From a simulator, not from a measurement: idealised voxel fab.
You're looking at the process module voxel ribs on slabs.
Xsec cut, 220 nm wide, square cell size 5 nm.
We lay out every cross-section as a grid of square cells and spell it out in bands from the top down, where one band means one or more rows of cells.
Look at the band entry: it leads with the top's height and the bottom's height in nm. Then it lists the materials left to right, with a width in nm for each. The word "full width" on a single material says that material fills the band edge to edge. The word "air" is empty space.
Where do heights start? At 0: under that level the wafer as delivered is made of one material only. And the lowest band has no floor; it just carries on downward, as in "0 -> down".
When a width is written as two numbers, as in "30..40", the first number is the width in the top row of cells of the band and the second is the width in its bottom row, and the width changes by the same amount from each row to the next.
Step note "no modifications" = no cross-section cell changed.
Enclosed voids (no open way to top), threshold 8 cells or more, entry "Enclosed cavity list", notation width x height at distance, distance from left edge, nm.
Read whatever lies past the settings on a step's line as the simulator's own remark about the step.
overlay nm: on a step with a mask, how far right of its planned place the mask lay; negative means left.
## Set out below are the planned steps of the process
1 RECEIVE,material Si
2 DIRECTIONAL_DEP,material SiO2,thk nm 20
3 DIRECTIONAL_DEP,material SiN,thk nm 25
4 DIRECTIONAL_DEP,material aC,thk nm 15
5 PATTERN,tone cover,mask id RIB,material resist,width nm 15,thk nm 30,overlay nm 0
6 DIRECTIONAL_ETCH,etch materials aC,depth nm 15
7 STRIP,etch materials resist
8 DIRECTIONAL_ETCH,etch materials SiN,depth nm 20
9 STRIP,etch materials aC
10 DIRECTIONAL_DEP,material aC,thk nm 10
11 PATTERN,tone cover,mask id SLAB,material resist,width nm 45,thk nm 30,overlay nm 0
12 DIRECTIONAL_ETCH,etch materials aC,depth nm 10
13 STRIP,etch materials resist
14 DIRECTIONAL_ETCH,etch materials SiN,depth nm 5
15 STRIP,etch materials aC
16 FILL_DEP,material SiO2,thk nm 25
17 CMP,height nm 60
18 DIRECTIONAL_DEP,material TiN,thk nm 5
19 MASKED_ETCH,tone cover,mask id HEATER,width nm 25,etch materials TiN,depth nm 5,overlay nm 0
20 CONFORMAL_DEP,material SiO2,thk nm 10
## The first of a set of two wafers, run to plan
## Delivered wafer in cross-section: state after step 1
	0 -> down  Si full width
	Enclosed cavity list: none
## The following cross-section depicts the wafer upon completion of step 2
	20 -> 0  SiO2 full width
	Unchanged below 0.
## The following cross-section depicts the wafer upon completion of step 3
	45 -> 20  SiN full width
	Unchanged below 20.
## The following cross-section depicts the wafer upon completion of step 4
	60 -> 45  aC full width
	Unchanged below 45.
## The following cross-section depicts the wafer upon completion of step 5
	90 -> 60  100 air / 15 resist / 105 air
	Unchanged below 60.
## The following cross-section depicts the wafer upon completion of step 6
	75 -> 60  100 air / 15 resist / 105 air
	60 -> 45  100 air / 15 aC / 105 air
	Unchanged below 45.
## The following cross-section depicts the wafer upon completion of step 7
	60 -> 45  100 air / 15 aC / 105 air
	Unchanged below 45.
## The following cross-section depicts the wafer upon completion of step 8
	60 -> 45  100 air / 15 aC / 105 air
	45 -> 25  100 air / 15 SiN / 105 air
	Unchanged below 25.
## The following cross-section depicts the wafer upon completion of step 9
	45 -> 25  100 air / 15 SiN / 105 air
	Unchanged below 25.
## The following cross-section depicts the wafer upon completion of step 10
	55 -> 45  100 air / 15 aC / 105 air
	45 -> 35  100 air / 15 SiN / 105 air
	35 -> 25  100 aC / 15 SiN / 105 aC
	Unchanged below 25.
## The following cross-section depicts the wafer upon completion of step 11
	85 -> 55  85 air / 45 resist / 90 air
	55 -> 45  85 air / 15 resist / 15 aC / 15 resist / 90 air
	45 -> 35  85 air / 15 resist / 15 SiN / 15 resist / 90 air
	Unchanged below 35.
## The following cross-section depicts the wafer upon completion of step 12
	75 -> 55  85 air / 45 resist / 90 air
	55 -> 45  85 air / 15 resist / 15 aC / 15 resist / 90 air
	45 -> 35  85 air / 15 resist / 15 SiN / 15 resist / 90 air
	35 -> 25  85 air / 15 aC / 15 SiN / 15 aC / 90 air
	Unchanged below 25.
## The following cross-section depicts the wafer upon completion of step 13
	55 -> 45  100 air / 15 aC / 105 air
	45 -> 35  100 air / 15 SiN / 105 air
	Unchanged below 35.
## The following cross-section depicts the wafer upon completion of step 14
	55 -> 45  100 air / 15 aC / 105 air
	45 -> 35  100 air / 15 SiN / 105 air
	35 -> 25  85 air / 15 aC / 15 SiN / 15 aC / 90 air
	25 -> 20  85 air / 45 SiN / 90 air
	Unchanged below 20.
## The following cross-section depicts the wafer upon completion of step 15
	45 -> 25  100 air / 15 SiN / 105 air
	Unchanged below 25.
## The following cross-section depicts the wafer upon completion of step 16
	70 -> 45  SiO2 full width
	45 -> 25  100 SiO2 / 15 SiN / 105 SiO2
	25 -> 20  85 SiO2 / 45 SiN / 90 SiO2
	Unchanged below 20.
## The following cross-section depicts the wafer upon completion of step 17
	60 -> 45  SiO2 full width
	Unchanged below 45.
## The following cross-section depicts the wafer upon completion of step 18
	65 -> 60  TiN full width
	Unchanged below 60.
## The following cross-section depicts the wafer upon completion of step 19
	65 -> 60  95 air / 25 TiN / 100 air
	Unchanged below 60.
## The following cross-section depicts the wafer upon completion of step 20
	75 -> 70  85 air / 45 SiO2 / 90 air
	70 -> 65  SiO2 full width
	65 -> 60  95 SiO2 / 25 TiN / 100 SiO2
	Unchanged below 60.
## The second wafer began exactly as the first did and followed the same plan, but one mistake was made while running it; through step 1 inclusive, the two wafers are identical
## Cross-section: second wafer, time at which step 2 was scheduled to end
	25 -> 0  SiN full width
	Unchanged below 0.
## Cross-section: second wafer, time at which step 3 was scheduled to end
	45 -> 25  SiO2 full width
	Unchanged below 25.
## Cross-section: second wafer, time at which step 4 was scheduled to end
	60 -> 45  aC full width
	Unchanged below 45.
## Cross-section: second wafer, time at which step 5 was scheduled to end
	90 -> 60  100 air / 15 resist / 105 air
	Unchanged below 60.
## Cross-section: second wafer, time at which step 6 was scheduled to end
	75 -> 60  100 air / 15 resist / 105 air
	60 -> 45  100 air / 15 aC / 105 air
	Unchanged below 45.
## Cross-section: second wafer, time at which step 7 was scheduled to end
	60 -> 45  100 air / 15 aC / 105 air
	Unchanged below 45.
Cross-section: second wafer, time at which step 8 was scheduled to end: no modifications
## Cross-section: second wafer, time at which step 9 was scheduled to end
	45 -> 25  SiO2 full width
	Unchanged below 25.
## Cross-section: second wafer, time at which step 10 was scheduled to end
	55 -> 45  aC full width
	Unchanged below 45.
## Cross-section: second wafer, time at which step 11 was scheduled to end
	85 -> 55  85 air / 45 resist / 90 air
	Unchanged below 55.
## Cross-section: second wafer, time at which step 12 was scheduled to end
	75 -> 55  85 air / 45 resist / 90 air
	55 -> 45  85 air / 45 aC / 90 air
	Unchanged below 45.
## Cross-section: second wafer, time at which step 13 was scheduled to end
	55 -> 45  85 air / 45 aC / 90 air
	Unchanged below 45.
Cross-section: second wafer, time at which step 14 was scheduled to end: no modifications
## Cross-section: second wafer, time at which step 15 was scheduled to end
	45 -> 25  SiO2 full width
	Unchanged below 25.
## Cross-section: second wafer, time at which step 16 was scheduled to end
	70 -> 25  SiO2 full width
	Unchanged below 25.
## Cross-section: second wafer, time at which step 17 was scheduled to end
	60 -> 25  SiO2 full width
	Unchanged below 25.
## Cross-section: second wafer, time at which step 18 was scheduled to end
	65 -> 60  TiN full width
	Unchanged below 60.
## Cross-section: second wafer, time at which step 19 was scheduled to end
	65 -> 60  95 air / 25 TiN / 100 air
	Unchanged below 60.
## Cross-section: second wafer, time at which step 20 was scheduled to end
	75 -> 70  85 air / 45 SiO2 / 90 air
	70 -> 65  SiO2 full width
	65 -> 60  95 SiO2 / 25 TiN / 100 SiO2
	Unchanged below 60.
What was done differently from what was planned? steps 2 and 3 swapped
Looking at both finished wafers in cells, the second ends up ahead of or behind the first on some materials: +199 SiN, -199 SiO2
